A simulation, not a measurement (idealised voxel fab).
A process module follows: voxel lift off.
215 nm wide, 5 nm square cells: that's cross-section cut.
Throughout this document, each cross-section is represented as a grid of square cells and is presented as a sequence of bands enumerated from the top downward, where a band comprises one or more rows of cells.
The entry gives the band's vertical extent as a top height and a bottom height in nm, then its horizontal make-up as materials from left to right, each with a width in nm. "air" stands for empty space; a single material marked "edge to edge" fills the band edge to edge.
Heads up on the height convention: 0 is the point under which the incoming wafer is all one material, and the lowest band has no bottom, it just keeps going down, like "0 -> down".
It should be noted that a width expressed as "30..40" varies in equal increments from row to row of cells within the band, taking the value of the first number at the top row and that of the second number at the bottom row.
"stayed the same", as given for a step, is the statement that not any cell of the cross-section underwent a change during that step.
"Sealed void listing" lists enclosed empty spaces (at least 8 cells, no open path upward to the top), each as width x height at distance from the left edge, in nm.
Read whatever lies past the settings on a step's line as the simulator's own remark about the step.
Regarding "overlay nm": on a step with a mask, it is the distance the mask lay to the right of its planned place; a negative value places it to the left.

**The following list gives the planned process steps**
1. RECEIVE [material Si]
2. CONFORMAL_DEP [material Al2O3] [thk nm 15]
3. PATTERN [tone open] [mask id LINES] [material resist] [width nm 15] [pitch nm 30] [thk nm 20] [overlay nm 0]
4. DIRECTIONAL_DEP [material Ru] [thk nm 10]
5. STRIP [etch materials resist]
6. CONFORMAL_DEP [material SiO2] [thk nm 5]
Split variable: thk nm, step 6. Plan value = first wafer. Wafers start alike.

**Step 1 complete: as-received cross-section of the first of several wafers**
- 0 -> down: Si edge to edge
- Sealed void listing: none

**Gained (+) or lost (-) cells of each material since receipt, then closed voids: one row per wafer, at the end of the module**
thk nm 5, +129 Al2O3, +12 Ru, +51 SiO2, Sealed void listing: none
thk nm 10, +129 Al2O3, +12 Ru, +100 SiO2, Sealed void listing: none
thk nm 15, +129 Al2O3, +12 Ru, +147 SiO2, Sealed void listing: none
thk nm 20, +129 Al2O3, +12 Ru, +194 SiO2, Sealed void listing: none
